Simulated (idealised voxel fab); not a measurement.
This is a process module. Its name is voxel transistor to metal.
Section shown: cut. Width: 295 nm. Cell size: 5 nm, square.
In this document a cross-section is written as a grid of square cells. It is given as a series of bands, listed from the top down, and a band is one or more rows of cells.
Within each band entry, the heights of the top and of the bottom of the band appear first, in that order and in nm; the materials of the band then follow from left to right, each with its corresponding width in nm. The designation "full width" on a single material indicates that it fills the band from edge to edge; the designation "air" indicates empty space.
Zero point of the height axis is 0; under it, received wafer = one material. Lowest band: continues down indefinitely, "0 nm and below".
Read "30 to 40" as a graded width: first number on top, second number at the bottom, same change between each pair of neighbouring rows.
What does "left unchanged" mean for a step? It means no cell of the cross-section changed in that step.
This entry, "Cavities, sealed", enumerates those empty regions of no fewer than 8 cells that possess no open connection to the top. Each region is reported in the form width x height at distance, the distance being taken from the left edge, with all three quantities expressed in nm.
Heads up: the bit after the settings on a step's line is the simulator's remark on that step.
When a step includes a mask, the "overlay nm" setting on its line states how far to the right of its planned place that mask lay, and negative values state how far to the left.

Planned step list for the process:
- 1: RECEIVE, material Si
- 2: CONFORMAL_DEP, material SiO2, thk nm 5
- 3: CONFORMAL_DEP, material SiN, thk nm 10
- 4: MASKED_ETCH, tone cover, mask id ACTIVE, width nm 115, pitch nm 145, etch materials SiN, depth nm 10, overlay nm 0
- 5: MASKED_ETCH, tone cover, mask id ACTIVE, width nm 115, pitch nm 145, etch materials SiO2, depth nm 5, overlay nm 0
- 6: MASKED_ETCH, tone cover, mask id ACTIVE, width nm 115, pitch nm 145, etch materials Si, depth nm 30, overlay nm 0
- 7: OXIDIZE, depth nm 5
- 8: FILL_DEP, material SiO2, thk nm 5
- 9: CMP, height nm 15
- 10: SELECTIVE_ETCH, etch materials SiO2, depth nm 10
- 11: STRIP, etch materials SiN
- 12: SELECTIVE_ETCH, etch materials SiO2, depth nm 5
- 13: OXIDIZE, depth nm 5
- 14: DIRECTIONAL_DEP, material polySi, thk nm 25
- 15: DIRECTIONAL_DEP, material SiCN, thk nm 15
- 16: PATTERN, tone cover, mask id GATE, material resist, width nm 35, pitch nm 145, thk nm 15, overlay nm 0
- 17: DIRECTIONAL_ETCH, etch materials SiCN, depth nm 25
- 18: DIRECTIONAL_ETCH, etch materials polySi, depth nm 35
- 19: STRIP, etch materials resist
- 20: CONFORMAL_DEP, material SiO2, thk nm 5
- 21: DIRECTIONAL_ETCH, etch materials SiO2, depth nm 5
- 22: CONFORMAL_DEP, material SiN, thk nm 5
- 23: DIRECTIONAL_ETCH, etch materials SiN, depth nm 5
- 24: DIRECTIONAL_ETCH, etch materials SiO2, depth nm 5
- 25: EPI, material pSi, thk nm 5
- 26: FILL_DEP, material SiO2, thk nm 10
- 27: CMP, height nm 25
- 28: STRIP, etch materials polySi
- 29: SELECTIVE_ETCH, etch materials SiO2, depth nm 5
- 30: CONFORMAL_DEP, material HfO2, thk nm 5
- 31: CONFORMAL_DEP, material TiN, thk nm 5
- 32: FILL_DEP, material W, thk nm 10
- 33: CMP, height nm 20
- 34: DIRECTIONAL_DEP, material SiO2, thk nm 15
- 35: PATTERN, tone open, mask id CONTACT, material resist, width nm 15, thk nm 15, overlay nm 0
- 36: DIRECTIONAL_ETCH, etch materials SiO2, depth nm 35
- 37: STRIP, etch materials resist
- 38: CONFORMAL_DEP, material TiN, thk nm 5
- 39: FILL_DEP, material W, thk nm 5
- 40: CMP, height nm 35
- 41: CONFORMAL_DEP, material SiN, thk nm 5
- 42: DIRECTIONAL_DEP, material lowk, thk nm 15
- 43: MASKED_ETCH, tone open, mask id METAL_1, width nm 15, etch materials lowk, depth nm 15, overlay nm 0
- 44: MASKED_ETCH, tone open, mask id METAL_1, width nm 15, etch materials SiN, depth nm 5, overlay nm 0
- 45: CONFORMAL_DEP, material TiN, thk nm 5
- 46: FILL_DEP, material Ru, thk nm 5
- 47: CMP, height nm 55
- 48: EPI, material Ru, thk nm 5
- 49: FILL_DEP, material SiCN, thk nm 5
- 50: DIRECTIONAL_DEP, material SiO2, thk nm 35
- 51: MASKED_ETCH, tone open, mask id METAL_2, width nm 15, pitch nm 145, etch materials SiO2, depth nm 20, overlay nm 0
- 52: PATTERN, tone open, mask id METAL_2_HOLES, material resist, width nm 15, pitch nm 145, thk nm 15, overlay nm 0
- 53: DIRECTIONAL_ETCH, etch materials SiO2, depth nm 15
- 54: DIRECTIONAL_ETCH, etch materials SiCN, depth nm 5
- 55: STRIP, etch materials resist
- 56: CONFORMAL_DEP, material TiN, thk nm 5
- 57: FILL_DEP, material Cu, thk nm 10
- 58: CMP, height nm 100
- 59: CONFORMAL_DEP, material SiCN, thk nm 5
Across this set of wafers, the varied parameter is the thk nm of step 25. Starting conditions are identical for every wafer, and the plan reports the value assigned to the first wafer.

Received condition of the first of several wafers, sectioned: post-step 1:
* 0 nm and below = Si full width
* Cavities, sealed: none

Gained (+) or lost (-) cells of each material since receipt, then closed voids: one row per wafer, at the end of the module:
thk nm 5; +14 Cu; +34 HfO2; +32 Ru; -161 Si; +151 SiCN; +63 SiN; +731 SiO2; +156 TiN; +54 W; +141 lowk; +24 pSi; Cavities, sealed: none
thk nm 10; +14 Cu; +34 HfO2; +32 Ru; -161 Si; +151 SiCN; +63 SiN; +711 SiO2; +148 TiN; +50 W; +141 lowk; +56 pSi; Cavities, sealed: none
thk nm 15; +14 Cu; +34 HfO2; +32 Ru; -161 Si; +151 SiCN; +63 SiN; +683 SiO2; +140 TiN; +46 W; +141 lowk; +96 pSi; Cavities, sealed: none
thk nm 20; +14 Cu; +34 HfO2; +32 Ru; -161 Si; +151 SiCN; +63 SiN; +647 SiO2; +132 TiN; +42 W; +141 lowk; +144 pSi; Cavities, sealed: none
